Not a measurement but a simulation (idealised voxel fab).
This is a process module. Its name is voxel self aligned vias.
We display cut, a cross-section 260 nm in width whose square cells are each 5 nm.
Cross-section, as written here: a square-cell grid given band by band from the top down, where a band holds one or more rows of cells. Band: top height; bottom height; in nm. Then, left to right: material with width in nm, for each material. "edge to edge": a single material spanning edge to edge. "blank": empty space. Heights are reckoned from 0. Under this level, the received wafer is all of one material. The bottommost band is open-ended downward, for example "0 down". The width entry "30 to 40" should be interpreted row by row: the top row of cells in the band takes the first number, the bottom row takes the second number, and the change between adjacent rows is uniform throughout. Key: "remained the same" - step with no changed cell in the cross-section. For the entry "Sealed internal cavities", the listed items are empty spaces with no open way to the top whose size is 8 cells or more; each item follows the pattern width x height at distance, where distance is from the left edge and all three are in nm. after a step's settings: what the simulator itself notes on the step. What "overlay nm" on a step's line means: if the step has a mask, that mask lay this far to the right of its planned place, or, when the value is negative, to the left. What follows is a series of pairs. Each pair shows a cross-section before one process step and the cross-section after it, and the after view is drawn only down to the lowest band that changed. Beneath each pair is the step that lies between the two, with its settings. Pairs may come from different runs of this module on the same starting wafer, so a pair continues from the one above it only where its entry headed "Preceding state" says so.
Preceding state
* 0 down: Si edge to edge
* Sealed internal cavities: none
Step Outcome
* 10 to 0: SiO2 edge to edge
* Rest of section, below 0: as before.
* Sealed internal cavities: none
Process step (between the before and after cross-sections above): CONFORMAL_DEP [material SiO2] [thk nm 10]
Preceding state: carried over from the after image of the pair right above.
Step Outcome
* 15 to 10: SiCN edge to edge
* Rest of section, below 10: as before.
* Sealed internal cavities: none
Process step (between the before and after cross-sections above): CONFORMAL_DEP [material SiCN] [thk nm 5]
Preceding state: carried over from the after image of the pair right above.
Step Outcome
* 45 to 15: lowk edge to edge
* Rest of section, below 15: as before.
* Sealed internal cavities: none
Process step (between the before and after cross-sections above): DIRECTIONAL_DEP [material lowk] [thk nm 30]
Preceding state: carried over from the after image of the pair right above.
Step Outcome
* 45 to 15: lowk=55 | blank=25 | lowk=35 | blank=25 | lowk=35 | blank=25 | lowk=60
* Rest of section, below 15: as before.
* Sealed internal cavities: none
Process step (between the before and after cross-sections above): MASKED_ETCH [tone open] [mask id LINES] [width nm 25] [pitch nm 60] [etch materials lowk] [depth nm 30] [overlay nm 0]
Preceding state: carried over from the after image of the pair right above.
Step Outcome
* 50 to 45: TiN=60 | blank=15 | TiN=45 | blank=15 | TiN=45 | blank=15 | TiN=65
* 45 to 20: lowk=55 | TiN=5 | blank=15 | TiN=5 | lowk=35 | TiN=5 | blank=15 | TiN=5 | lowk=35 | TiN=5 | blank=15 | TiN=5 | lowk=60
* 20 to 15: lowk=55 | TiN=25 | lowk=35 | TiN=25 | lowk=35 | TiN=25 | lowk=60
* Rest of section, below 15: as before.
* Sealed internal cavities: none
Process step (between the before and after cross-sections above): CONFORMAL_DEP [material TiN] [thk nm 5]
Preceding state: carried over from the after image of the pair right above.
Step Outcome
* 60 to 50: Ru edge to edge
* 50 to 45: TiN=60 | Ru=15 | TiN=45 | Ru=15 | TiN=45 | Ru=15 | TiN=65
* 45 to 20: lowk=55 | TiN=5 | Ru=15 | TiN=5 | lowk=35 | TiN=5 | Ru=15 | TiN=5 | lowk=35 | TiN=5 | Ru=15 | TiN=5 | lowk=60
* Rest of section, below 20: as before.
* Sealed internal cavities: none
Process step (between the before and after cross-sections above): FILL_DEP [material Ru] [thk nm 10]
Preceding state: carried over from the after image of the pair right above.
Step Outcome
* 45 to 20: lowk=55 | TiN=5 | Ru=15 | TiN=5 | lowk=35 | TiN=5 | Ru=15 | TiN=5 | lowk=35 | TiN=5 | Ru=15 | TiN=5 | lowk=60
* Rest of section, below 20: as before.
* Sealed internal cavities: none
Process step (between the before and after cross-sections above): CMP [height nm 45]
Preceding state: carried over from the after image of the pair right above.
Step Outcome
* 45 to 40: lowk=55 | blank=25 | lowk=35 | blank=25 | lowk=35 | blank=25 | lowk=60
* Rest of section, below 40: as before.
* Sealed internal cavities: none
Process step (between the before and after cross-sections above): SELECTIVE_ETCH [etch materials W Ru TiN] [depth nm 5]
Preceding state: carried over from the after image of the pair right above.
Step Outcome
* 50 to 45: SiN edge to edge
* 45 to 40: lowk=55 | SiN=25 | lowk=35 | SiN=25 | lowk=35 | SiN=25 | lowk=60
* Rest of section, below 40: as before.
* Sealed internal cavities: none
Process step (between the before and after cross-sections above): FILL_DEP [material SiN] [thk nm 5]
Preceding state: carried over from the after image of the pair right above.
Step Outcome
* 45 to 40: lowk=55 | SiN=25 | lowk=35 | SiN=25 | lowk=35 | SiN=25 | lowk=60
* Rest of section, below 40: as before.
* Sealed internal cavities: none
Process step (between the before and after cross-sections above): CMP [height nm 45]
Preceding state: carried over from the after image of the pair right above.
Step Outcome
* 60 to 45: lowk edge to edge
* Rest of section, below 45: as before.
* Sealed internal cavities: none
Process step (between the before and after cross-sections above): DIRECTIONAL_DEP [material lowk] [thk nm 15]
Preceding state: carried over from the after image of the pair right above.
Step Outcome
* 75 to 60: resist=50 | blank=35 | resist=25 | blank=35 | resist=25 | blank=35 | resist=55
* Rest of section, below 60: as before.
* Sealed internal cavities: none
Process step (between the before and after cross-sections above): PATTERN [tone open] [mask id VIAS] [material resist] [width nm 35] [pitch nm 60] [thk nm 15] [overlay nm 0]
Preceding state: carried over from the after image of the pair right above.
Step Outcome
* 75 to 60: resist=50 | blank=35 | resist=25 | blank=35 | resist=25 | blank=35 | resist=55
* 60 to 45: lowk=50 | blank=35 | lowk=25 | blank=35 | lowk=25 | blank=35 | lowk=55
* Rest of section, below 45: as before.
* Sealed internal cavities: none
Process step (between the before and after cross-sections above): DIRECTIONAL_ETCH [etch materials lowk] [depth nm 15]
Preceding state: carried over from the after image of the pair right above.
Step Outcome
* 75 to 60: resist=50 | blank=35 | resist=25 | blank=35 | resist=25 | blank=35 | resist=55
* 60 to 45: lowk=50 | blank=35 | lowk=25 | blank=35 | lowk=25 | blank=35 | lowk=55
* 45 to 40: lowk=55 | blank=25 | lowk=35 | blank=25 | lowk=35 | blank=25 | lowk=60
* Rest of section, below 40: as before.
* Sealed internal cavities: none
Process step (between the before and after cross-sections above): DIRECTIONAL_ETCH [etch materials SiN] [depth nm 5]
Preceding state: carried over from the after image of the pair right above.
Step Outcome
* 60 to 45: lowk=50 | blank=35 | lowk=25 | blank=35 | lowk=25 | blank=35 | lowk=55
* Rest of section, below 45: as before.
* Sealed internal cavities: none
Process step (between the before and after cross-sections above): STRIP [etch materials resist]
Preceding state: carried over from the after image of the pair right above.
Step Outcome
* 65 to 60: TiN=55 | blank=25 | TiN=35 | blank=25 | TiN=35 | blank=25 | TiN=60
* 60 to 50: lowk=50 | TiN=5 | blank=25 | TiN=5 | lowk=25 | TiN=5 | blank=25 | TiN=5 | lowk=25 | TiN=5 | blank=25 | TiN=5 | lowk=55
* 50 to 45: lowk=50 | TiN=10 | blank=15 | TiN=10 | lowk=25 | TiN=10 | blank=15 | TiN=10 | lowk=25 | TiN=10 | blank=15 | TiN=10 | lowk=55
* 45 to 40: lowk=55 | TiN=25 | lowk=35 | TiN=25 | lowk=35 | TiN=25 | lowk=60
* Rest of section, below 40: as before.
* Sealed internal cavities: none
Process step (between the before and after cross-sections above): CONFORMAL_DEP [material TiN] [thk nm 5]
Preceding state: carried over from the after image of the pair right above.
Step Outcome
* 75 to 65: Cu edge to edge
* 65 to 60: TiN=55 | Cu=25 | TiN=35 | Cu=25 | TiN=35 | Cu=25 | TiN=60
* 60 to 50: lowk=50 | TiN=5 | Cu=25 | TiN=5 | lowk=25 | TiN=5 | Cu=25 | TiN=5 | lowk=25 | TiN=5 | Cu=25 | TiN=5 | lowk=55
* 50 to 45: lowk=50 | TiN=10 | Cu=15 | TiN=10 | lowk=25 | TiN=10 | Cu=15 | TiN=10 | lowk=25 | TiN=10 | Cu=15 | TiN=10 | lowk=55
* Rest of section, below 45: as before.
* Sealed internal cavities: none
Process step (between the before and after cross-sections above): FILL_DEP [material Cu] [thk nm 10]
Preceding state: carried over from the after image of the pair right above.
Step Outcome
* 60 to 50: lowk=50 | TiN=5 | Cu=25 | TiN=5 | lowk=25 | TiN=5 | Cu=25 | TiN=5 | lowk=25 | TiN=5 | Cu=25 | TiN=5 | lowk=55
* Rest of section, below 50: as before.
* Sealed internal cavities: none
Process step (between the before and after cross-sections above): CMP [height nm 60]
Preceding state: carried over from the after image of the pair right above.
Step Outcome
* 65 to 60: SiCN edge to edge
* Rest of section, below 60: as before.
* Sealed internal cavities: none
Process step (between the before and after cross-sections above): CONFORMAL_DEP [material SiCN] [thk nm 5]
Preceding state
* 0 down: Si edge to edge
* Sealed internal cavities: none
Step Outcome
* 5 to 0: SiCN edge to edge
* Rest of section, below 0: as before.
* Sealed internal cavities: none
Process step (between the before and after cross-sections above): CONFORMAL_DEP [material SiCN] [thk nm 5]
Preceding state: carried over from the after image of the pair right above.
Step Outcome
* 35 to 5: lowk edge to edge
* Rest of section, below 5: as before.
* Sealed internal cavities: none
Process step (between the before and after cross-sections above): DIRECTIONAL_DEP [material lowk] [thk nm 30]
Preceding state: carried over from the after image of the pair right above.
Step Outcome
* 35 to 5: lowk=55 | blank=25 | lowk=35 | blank=25 | lowk=35 | blank=25 | lowk=60
* Rest of section, below 5: as before.
* Sealed internal cavities: none
Process step (between the before and after cross-sections above): MASKED_ETCH [tone open] [mask id LINES] [width nm 25] [pitch nm 60] [etch materials lowk] [depth nm 30] [overlay nm 0]
Preceding state: carried over from the after image of the pair right above.
Step Outcome
* 40 to 35: TiN=60 | blank=15 | TiN=45 | blank=15 | TiN=45 | blank=15 | TiN=65
* 35 to 10: lowk=55 | TiN=5 | blank=15 | TiN=5 | lowk=35 | TiN=5 | blank=15 | TiN=5 | lowk=35 | TiN=5 | blank=15 | TiN=5 | lowk=60
* 10 to 5: lowk=55 | TiN=25 | lowk=35 | TiN=25 | lowk=35 | TiN=25 | lowk=60
* Rest of section, below 5: as before.
* Sealed internal cavities: none
Process step (between the before and after cross-sections above): CONFORMAL_DEP [material TiN] [thk nm 5]
Preceding state: carried over from the after image of the pair right above.
Step Outcome
* 50 to 40: Ru edge to edge
* 40 to 35: TiN=60 | Ru=15 | TiN=45 | Ru=15 | TiN=45 | Ru=15 | TiN=65
* 35 to 10: lowk=55 | TiN=5 | Ru=15 | TiN=5 | lowk=35 | TiN=5 | Ru=15 | TiN=5 | lowk=35 | TiN=5 | Ru=15 | TiN=5 | lowk=60
* Rest of section, below 10: as before.
* Sealed internal cavities: none
Process step (between the before and after cross-sections above): FILL_DEP [material Ru] [thk nm 10]
Preceding state: carried over from the after image of the pair right above.
Step Outcome
* 45 to 40: Ru edge to edge
* Rest of section, below 40: as before.
* Sealed internal cavities: none
Process step (between the before and after cross-sections above): CMP [height nm 45]
Preceding state: carried over from the after image of the pair right above.
Step Outcome
* 40 to 35: TiN=60 | Ru=15 | TiN=45 | Ru=15 | TiN=45 | Ru=15 | TiN=65
* Rest of section, below 35: as before.
* Sealed internal cavities: none
Process step (between the before and after cross-sections above): SELECTIVE_ETCH [etch materials W Ru TiN] [depth nm 5]
Preceding state: carried over from the after image of the pair right above.
Step Outcome
* 45 to 40: SiN edge to edge
* Rest of section, below 40: as before.
* Sealed internal cavities: none
Process step (between the before and after cross-sections above): FILL_DEP [material SiN] [thk nm 5]
Preceding state: carried over from the after image of the pair right above.
Step Outcome
* 60 to 45: lowk edge to edge
* Rest of section, below 45: as before.
* Sealed internal cavities: none
Process step (between the before and after cross-sections above): DIRECTIONAL_DEP [material lowk] [thk nm 15]
Preceding state: carried over from the after image of the pair right above.
Step Outcome
* 75 to 60: resist=50 | blank=35 | resist=25 | blank=35 | resist=25 | blank=35 | resist=55
* Rest of section, below 60: as before.
* Sealed internal cavities: none
Process step (between the before and after cross-sections above): PATTERN [tone open] [mask id VIAS] [material resist] [width nm 35] [pitch nm 60] [thk nm 15] [overlay nm 0]
Preceding state: carried over from the after image of the pair right above.
Step Outcome
* 75 to 60: resist=50 | blank=35 | resist=25 | blank=35 | resist=25 | blank=35 | resist=55
* 60 to 45: lowk=50 | blank=35 | lowk=25 | blank=35 | lowk=25 | blank=35 | lowk=55
* Rest of section, below 45: as before.
* Sealed internal cavities: none
Process step (between the before and after cross-sections above): DIRECTIONAL_ETCH [etch materials lowk] [depth nm 15]
Preceding state: carried over from the after image of the pair right above.
Step Outcome
* 75 to 60: resist=50 | blank=35 | resist=25 | blank=35 | resist=25 | blank=35 | resist=55
* 60 to 45: lowk=50 | blank=35 | lowk=25 | blank=35 | lowk=25 | blank=35 | lowk=55
* 45 to 40: SiN=50 | blank=35 | SiN=25 | blank=35 | SiN=25 | blank=35 | SiN=55
* Rest of section, below 40: as before.
* Sealed internal cavities: none
Process step (between the before and after cross-sections above): DIRECTIONAL_ETCH [etch materials SiN] [depth nm 5]
Preceding state: carried over from the after image of the pair right above.
Step Outcome
* 60 to 45: lowk=50 | blank=35 | lowk=25 | blank=35 | lowk=25 | blank=35 | lowk=55
* Rest of section, below 45: as before.
* Sealed internal cavities: none
Process step (between the before and after cross-sections above): STRIP [etch materials resist]
Preceding state: carried over from the after image of the pair right above.
Step Outcome
* 65 to 60: TiN=55 | blank=25 | TiN=35 | blank=25 | TiN=35 | blank=25 | TiN=60
* 60 to 45: lowk=50 | TiN=5 | blank=25 | TiN=5 | lowk=25 | TiN=5 | blank=25 | TiN=5 | lowk=25 | TiN=5 | blank=25 | TiN=5 | lowk=55
* 45 to 40: SiN=50 | TiN=35 | SiN=25 | TiN=35 | SiN=25 | TiN=35 | SiN=55
* Rest of section, below 40: as before.
* Sealed internal cavities: none
Process step (between the before and after cross-sections above): CONFORMAL_DEP [material TiN] [thk nm 5]
Preceding state: carried over from the after image of the pair right above.
Step Outcome
* 75 to 65: Cu edge to edge
* 65 to 60: TiN=55 | Cu=25 | TiN=35 | Cu=25 | TiN=35 | Cu=25 | TiN=60
* 60 to 45: lowk=50 | TiN=5 | Cu=25 | TiN=5 | lowk=25 | TiN=5 | Cu=25 | TiN=5 | lowk=25 | TiN=5 | Cu=25 | TiN=5 | lowk=55
* Rest of section, below 45: as before.
* Sealed internal cavities: none
Process step (between the before and after cross-sections above): FILL_DEP [material Cu] [thk nm 10]
Preceding state: carried over from the after image of the pair right above.
Step Outcome
* 60 to 45: lowk=50 | TiN=5 | Cu=25 | TiN=5 | lowk=25 | TiN=5 | Cu=25 | TiN=5 | lowk=25 | TiN=5 | Cu=25 | TiN=5 | lowk=55
* Rest of section, below 45: as before.
* Sealed internal cavities: none
Process step (between the before and after cross-sections above): CMP [height nm 60]
Preceding state: carried over from the after image of the pair right above.
Step Outcome
* 65 to 60: SiCN edge to edge
* Rest of section, below 60: as before.
* Sealed internal cavities: none
Process step (between the before and after cross-sections above): CONFORMAL_DEP [material SiCN] [thk nm 5]
Preceding state
* 75 to 60: resist=50 | blank=35 | resist=25 | blank=35 | resist=25 | blank=35 | resist=55
* 60 to 45: lowk=50 | blank=35 | lowk=25 | blank=35 | lowk=25 | blank=35 | lowk=55
* 45 to 40: lowk=55 | SiN=25 | lowk=35 | SiN=25 | lowk=35 | SiN=25 | lowk=60
* 40 to 20: lowk=55 | TiN=5 | Ru=15 | TiN=5 | lowk=35 | TiN=5 | Ru=15 | TiN=5 | lowk=35 | TiN=5 | Ru=15 | TiN=5 | lowk=60
* 20 to 15: lowk=55 | TiN=25 | lowk=35 | TiN=25 | lowk=35 | TiN=25 | lowk=60
* 15 to 10: SiCN edge to edge
* 10 to 0: SiO2 edge to edge
* 0 down: Si edge to edge
* Sealed internal cavities: none
Step Outcome
* 75 to 60: resist=50 | blank=35 | resist=25 | blank=35 | resist=25 | blank=35 | resist=55
* 60 to 45: lowk=50 | blank=35 | lowk=25 | blank=35 | lowk=25 | blank=35 | lowk=55
* 45 to 40: lowk=50 | blank=5 | SiN=25 | blank=5 | lowk=25 | blank=5 | SiN=25 | blank=5 | lowk=25 | blank=5 | SiN=25 | blank=5 | lowk=55
* 40 to 30: lowk=50 | blank=5 | TiN=5 | Ru=15 | TiN=5 | blank=5 | lowk=25 | blank=5 | TiN=5 | Ru=15 | TiN=5 | blank=5 | lowk=25 | blank=5 | TiN=5 | Ru=15 | TiN=5 | blank=5 | lowk=55
* Rest of section, below 30: as before.
* Sealed internal cavities: none
Process step (between the before and after cross-sections above): DIRECTIONAL_ETCH [etch materials lowk] [depth nm 15]
Preceding state: carried over from the after image of the pair right above.
Step Outcome
* 75 to 60: resist=50 | blank=35 | resist=25 | blank=35 | resist=25 | blank=35 | resist=55
* 60 to 40: lowk=50 | blank=35 | lowk=25 | blank=35 | lowk=25 | blank=35 | lowk=55
* Rest of section, below 40: as before.
* Sealed internal cavities: none
Process step (between the before and after cross-sections above): DIRECTIONAL_ETCH [etch materials SiN] [depth nm 5]
Preceding state: carried over from the after image of the pair right above.
Step Outcome
* 60 to 40: lowk=50 | blank=35 | lowk=25 | blank=35 | lowk=25 | blank=35 | lowk=55
* Rest of section, below 40: as before.
* Sealed internal cavities: none
Process step (between the before and after cross-sections above): STRIP [etch materials resist]
Preceding state: carried over from the after image of the pair right above.
Step Outcome
* 65 to 60: TiN=55 | blank=25 | TiN=35 | blank=25 | TiN=35 | blank=25 | TiN=60
* 60 to 45: lowk=50 | TiN=5 | blank=25 | TiN=5 | lowk=25 | TiN=5 | blank=25 | TiN=5 | lowk=25 | TiN=5 | blank=25 | TiN=5 | lowk=55
* 45 to 40: lowk=50 | TiN=35 | lowk=25 | TiN=35 | lowk=25 | TiN=35 | lowk=55
* 40 to 30: lowk=50 | TiN=10 | Ru=15 | TiN=10 | lowk=25 | TiN=10 | Ru=15 | TiN=10 | lowk=25 | TiN=10 | Ru=15 | TiN=10 | lowk=55
* Rest of section, below 30: as before.
* Sealed internal cavities: none
Process step (between the before and after cross-sections above): CONFORMAL_DEP [material TiN] [thk nm 5]
Preceding state: carried over from the after image of the pair right above.
Step Outcome
* 75 to 65: Cu edge to edge
* 65 to 60: TiN=55 | Cu=25 | TiN=35 | Cu=25 | TiN=35 | Cu=25 | TiN=60
* 60 to 45: lowk=50 | TiN=5 | Cu=25 | TiN=5 | lowk=25 | TiN=5 | Cu=25 | TiN=5 | lowk=25 | TiN=5 | Cu=25 | TiN=5 | lowk=55
* Rest of section, below 45: as before.
* Sealed internal cavities: none
Process step (between the before and after cross-sections above): FILL_DEP [material Cu] [thk nm 10]
Preceding state: carried over from the after image of the pair right above.
Step Outcome
* 60 to 45: lowk=50 | TiN=5 | Cu=25 | TiN=5 | lowk=25 | TiN=5 | Cu=25 | TiN=5 | lowk=25 | TiN=5 | Cu=25 | TiN=5 | lowk=55
* Rest of section, below 45: as before.
* Sealed internal cavities: none
Process step (between the before and after cross-sections above): CMP [height nm 60]
Preceding state: carried over from the after image of the pair right above.
Step Outcome
* 65 to 60: SiCN edge to edge
* Rest of section, below 60: as before.
* Sealed internal cavities: none
Process step (between the before and after cross-sections above): CONFORMAL_DEP [material SiCN] [thk nm 5]
Preceding state
* 10 to 0: SiO2 edge to edge
* 0 down: Si edge to edge
* Sealed internal cavities: none
Step Outcome
* 40 to 10: lowk edge to edge
* Rest of section, below 10: as before.
* Sealed internal cavities: none
Process step (between the before and after cross-sections above): DIRECTIONAL_DEP [material lowk] [thk nm 30]
Preceding state: carried over from the after image of the pair right above.
Step Outcome
* 45 to 40: SiCN edge to edge
* Rest of section, below 40: as before.
* Sealed internal cavities: none
Process step (between the before and after cross-sections above): CONFORMAL_DEP [material SiCN] [thk nm 5]
Preceding state: carried over from the after image of the pair right above.
Step Outcome
* 50 to 45: TiN edge to edge
* Rest of section, below 45: as before.
* Sealed internal cavities: none
Process step (between the before and after cross-sections above): CONFORMAL_DEP [material TiN] [thk nm 5]
Preceding state: carried over from the after image of the pair right above.
Step Outcome
* 60 to 50: Ru edge to edge
* Rest of section, below 50: as before.
* Sealed internal cavities: none
Process step (between the before and after cross-sections above): FILL_DEP [material Ru] [thk nm 10]
Preceding state: carried over from the after image of the pair right above.
Step Outcome
* 45 to 40: SiCN edge to edge
* Rest of section, below 40: as before.
* Sealed internal cavities: none
Process step (between the before and after cross-sections above): CMP [height nm 45]
Preceding state: carried over from the after image of the pair right above.
Step Outcome
* 50 to 45: SiN edge to edge
* Rest of section, below 45: as before.
* Sealed internal cavities: none
Process step (between the before and after cross-sections above): FILL_DEP [material SiN] [thk nm 5]
Preceding state: carried over from the after image of the pair right above.
Step Outcome
* 45 to 40: SiCN edge to edge
* Rest of section, below 40: as before.
* Sealed internal cavities: none
Process step (between the before and after cross-sections above): CMP [height nm 45]
Preceding state: carried over from the after image of the pair right above.
Step Outcome
* 60 to 45: lowk edge to edge
* Rest of section, below 45: as before.
* Sealed internal cavities: none
Process step (between the before and after cross-sections above): DIRECTIONAL_DEP [material lowk] [thk nm 15]
Preceding state: carried over from the after image of the pair right above.
Step Outcome
* 75 to 60: resist=50 | blank=35 | resist=25 | blank=35 | resist=25 | blank=35 | resist=55
* Rest of section, below 60: as before.
* Sealed internal cavities: none
Process step (between the before and after cross-sections above): PATTERN [tone open] [mask id VIAS] [material resist] [width nm 35] [pitch nm 60] [thk nm 15] [overlay nm 0]
Preceding state: carried over from the after image of the pair right above.
Step Outcome
* 75 to 60: resist=50 | blank=35 | resist=25 | blank=35 | resist=25 | blank=35 | resist=55
* 60 to 45: lowk=50 | blank=35 | lowk=25 | blank=35 | lowk=25 | blank=35 | lowk=55
* Rest of section, below 45: as before.
* Sealed internal cavities: none
Process step (between the before and after cross-sections above): DIRECTIONAL_ETCH [etch materials lowk] [depth nm 15]
Preceding state: carried over from the after image of the pair right above.
Step Outcome
* 60 to 45: lowk=50 | blank=35 | lowk=25 | blank=35 | lowk=25 | blank=35 | lowk=55
* Rest of section, below 45: as before.
* Sealed internal cavities: none
Process step (between the before and after cross-sections above): STRIP [etch materials resist]
Preceding state: carried over from the after image of the pair right above.
Step Outcome
* 65 to 60: TiN=55 | blank=25 | TiN=35 | blank=25 | TiN=35 | blank=25 | TiN=60
* 60 to 50: lowk=50 | TiN=5 | blank=25 | TiN=5 | lowk=25 | TiN=5 | blank=25 | TiN=5 | lowk=25 | TiN=5 | blank=25 | TiN=5 | lowk=55
* 50 to 45: lowk=50 | TiN=35 | lowk=25 | TiN=35 | lowk=25 | TiN=35 | lowk=55
* Rest of section, below 45: as before.
* Sealed internal cavities: none
Process step (between the before and after cross-sections above): CONFORMAL_DEP [material TiN] [thk nm 5]
Preceding state: carried over from the after image of the pair right above.
Step Outcome
* 75 to 65: Cu edge to edge
* 65 to 60: TiN=55 | Cu=25 | TiN=35 | Cu=25 | TiN=35 | Cu=25 | TiN=60
* 60 to 50: lowk=50 | TiN=5 | Cu=25 | TiN=5 | lowk=25 | TiN=5 | Cu=25 | TiN=5 | lowk=25 | TiN=5 | Cu=25 | TiN=5 | lowk=55
* Rest of section, below 50: as before.
* Sealed internal cavities: none
Process step (between the before and after cross-sections above): FILL_DEP [material Cu] [thk nm 10]
Preceding state: carried over from the after image of the pair right above.
Step Outcome
* 60 to 50: lowk=50 | TiN=5 | Cu=25 | TiN=5 | lowk=25 | TiN=5 | Cu=25 | TiN=5 | lowk=25 | TiN=5 | Cu=25 | TiN=5 | lowk=55
* Rest of section, below 50: as before.
* Sealed internal cavities: none
Process step (between the before and after cross-sections above): CMP [height nm 60]
Preceding state: carried over from the after image of the pair right above.
Step Outcome
* 65 to 60: SiCN edge to edge
* Rest of section, below 60: as before.
* Sealed internal cavities: none
Process step (between the before and after cross-sections above): CONFORMAL_DEP [material SiCN] [thk nm 5]
Preceding state
* 60 to 50: Ru edge to edge
* 50 to 45: TiN=60 | Ru=15 | TiN=45 | Ru=15 | TiN=45 | Ru=15 | TiN=65
* 45 to 20: lowk=55 | TiN=5 | Ru=15 | TiN=5 | lowk=35 | TiN=5 | Ru=15 | TiN=5 | lowk=35 | TiN=5 | Ru=15 | TiN=5 | lowk=60
* 20 to 15: lowk=55 | TiN=25 | lowk=35 | TiN=25 | lowk=35 | TiN=25 | lowk=60
* 15 to 10: SiCN edge to edge
* 10 to 0: SiO2 edge to edge
* 0 down: Si edge to edge
* Sealed internal cavities: none
Step Outcome
* 40 to 20: lowk=55 | TiN=5 | Ru=15 | TiN=5 | lowk=35 | TiN=5 | Ru=15 | TiN=5 | lowk=35 | TiN=5 | Ru=15 | TiN=5 | lowk=60
* Rest of section, below 20: as before.
* Sealed internal cavities: none
Process step (between the before and after cross-sections above): CMP [height nm 40]
Preceding state: carried over from the after image of the pair right above.
Step Outcome
* 40 to 35: lowk=55 | blank=25 | lowk=35 | blank=25 | lowk=35 | blank=25 | lowk=60
* Rest of section, below 35: as before.
* Sealed internal cavities: none
Process step (between the before and after cross-sections above): SELECTIVE_ETCH [etch materials W Ru TiN] [depth nm 5]
Preceding state: carried over from the after image of the pair right above.
Step Outcome
* 45 to 40: SiN edge to edge
* 40 to 35: lowk=55 | SiN=25 | lowk=35 | SiN=25 | lowk=35 | SiN=25 | lowk=60
* Rest of section, below 35: as before.
* Sealed internal cavities: none
Process step (between the before and after cross-sections above): FILL_DEP [material SiN] [thk nm 5]
Preceding state: carried over from the after image of the pair right above.
Step Outcome
* 60 to 45: lowk edge to edge
* Rest of section, below 45: as before.
* Sealed internal cavities: none
Process step (between the before and after cross-sections above): DIRECTIONAL_DEP [material lowk] [thk nm 15]
Preceding state: carried over from the after image of the pair right above.
Step Outcome
* 75 to 60: resist=50 | blank=35 | resist=25 | blank=35 | resist=25 | blank=35 | resist=55
* Rest of section, below 60: as before.
* Sealed internal cavities: none
Process step (between the before and after cross-sections above): PATTERN [tone open] [mask id VIAS] [material resist] [width nm 35] [pitch nm 60] [thk nm 15] [overlay nm 0]
Preceding state: carried over from the after image of the pair right above.
Step Outcome
* 75 to 60: resist=50 | blank=35 | resist=25 | blank=35 | resist=25 | blank=35 | resist=55
* 60 to 45: lowk=50 | blank=35 | lowk=25 | blank=35 | lowk=25 | blank=35 | lowk=55
* Rest of section, below 45: as before.
* Sealed internal cavities: none
Process step (between the before and after cross-sections above): DIRECTIONAL_ETCH [etch materials lowk] [depth nm 15]
Preceding state: carried over from the after image of the pair right above.
Step Outcome
* 75 to 60: resist=50 | blank=35 | resist=25 | blank=35 | resist=25 | blank=35 | resist=55
* 60 to 45: lowk=50 | blank=35 | lowk=25 | blank=35 | lowk=25 | blank=35 | lowk=55
* 45 to 40: SiN=50 | blank=35 | SiN=25 | blank=35 | SiN=25 | blank=35 | SiN=55
* Rest of section, below 40: as before.
* Sealed internal cavities: none
Process step (between the before and after cross-sections above): DIRECTIONAL_ETCH [etch materials SiN] [depth nm 5]
Preceding state: carried over from the after image of the pair right above.
Step Outcome
* 60 to 45: lowk=50 | blank=35 | lowk=25 | blank=35 | lowk=25 | blank=35 | lowk=55
* Rest of section, below 45: as before.
* Sealed internal cavities: none
Process step (between the before and after cross-sections above): STRIP [etch materials resist]
Preceding state: carried over from the after image of the pair right above.
Step Outcome
* 65 to 60: TiN=55 | blank=25 | TiN=35 | blank=25 | TiN=35 | blank=25 | TiN=60
* 60 to 45: lowk=50 | TiN=5 | blank=25 | TiN=5 | lowk=25 | TiN=5 | blank=25 | TiN=5 | lowk=25 | TiN=5 | blank=25 | TiN=5 | lowk=55
* 45 to 40: SiN=50 | TiN=35 | SiN=25 | TiN=35 | SiN=25 | TiN=35 | SiN=55
* Rest of section, below 40: as before.
* Sealed internal cavities: none
Process step (between the before and after cross-sections above): CONFORMAL_DEP [material TiN] [thk nm 5]
Preceding state: carried over from the after image of the pair right above.
Step Outcome
* 75 to 65: Cu edge to edge
* 65 to 60: TiN=55 | Cu=25 | TiN=35 | Cu=25 | TiN=35 | Cu=25 | TiN=60
* 60 to 45: lowk=50 | TiN=5 | Cu=25 | TiN=5 | lowk=25 | TiN=5 | Cu=25 | TiN=5 | lowk=25 | TiN=5 | Cu=25 | TiN=5 | lowk=55
* Rest of section, below 45: as before.
* Sealed internal cavities: none
Process step (between the before and after cross-sections above): FILL_DEP [material Cu] [thk nm 10]
Preceding state: carried over from the after image of the pair right above.
Step Outcome
* 60 to 45: lowk=50 | TiN=5 | Cu=25 | TiN=5 | lowk=25 | TiN=5 | Cu=25 | TiN=5 | lowk=25 | TiN=5 | Cu=25 | TiN=5 | lowk=55
* Rest of section, below 45: as before.
* Sealed internal cavities: none
Process step (between the before and after cross-sections above): CMP [height nm 60]
Preceding state: carried over from the after image of the pair right above.
Step Outcome
* 65 to 60: SiCN edge to edge
* Rest of section, below 60: as before.
* Sealed internal cavities: none
Process step (between the before and after cross-sections above): CONFORMAL_DEP [material SiCN] [thk nm 5]
Preceding state
* 45 to 15: lowk edge to edge
* 15 to 10: SiCN edge to edge
* 10 to 0: SiO2 edge to edge
* 0 down: Si edge to edge
* Sealed internal cavities: none
Step Outcome
* 45 to 15: lowk=60 | blank=15 | lowk=45 | blank=15 | lowk=45 | blank=15 | lowk=65
* Rest of section, below 15: as before.
* Sealed internal cavities: none
Process step (between the before and after cross-sections above): MASKED_ETCH [tone open] [mask id LINES] [width nm 15] [pitch nm 60] [etch materials lowk] [depth nm 30] [overlay nm 0]
Preceding state: carried over from the after image of the pair right above.
Step Outcome
* 50 to 45: TiN=65 | blank=5 | TiN=55 | blank=5 | TiN=55 | blank=5 | TiN=70
* 45 to 20: lowk=60 | TiN=5 | blank=5 | TiN=5 | lowk=45 | TiN=5 | blank=5 | TiN=5 | lowk=45 | TiN=5 | blank=5 | TiN=5 | lowk=65
* 20 to 15: lowk=60 | TiN=15 | lowk=45 | TiN=15 | lowk=45 | TiN=15 | lowk=65
* Rest of section, below 15: as before.
* Sealed internal cavities: none
Process step (between the before and after cross-sections above): CONFORMAL_DEP [material TiN] [thk nm 5]
Preceding state: carried over from the after image of the pair right above.
Step Outcome
* 60 to 50: Ru edge to edge
* 50 to 45: TiN=65 | Ru=5 | TiN=55 | Ru=5 | TiN=55 | Ru=5 | TiN=70
* 45 to 20: lowk=60 | TiN=5 | Ru=5 | TiN=5 | lowk=45 | TiN=5 | Ru=5 | TiN=5 | lowk=45 | TiN=5 | Ru=5 | TiN=5 | lowk=65
* Rest of section, below 20: as before.
* Sealed internal cavities: none
Process step (between the before and after cross-sections above): FILL_DEP [material Ru] [thk nm 10]
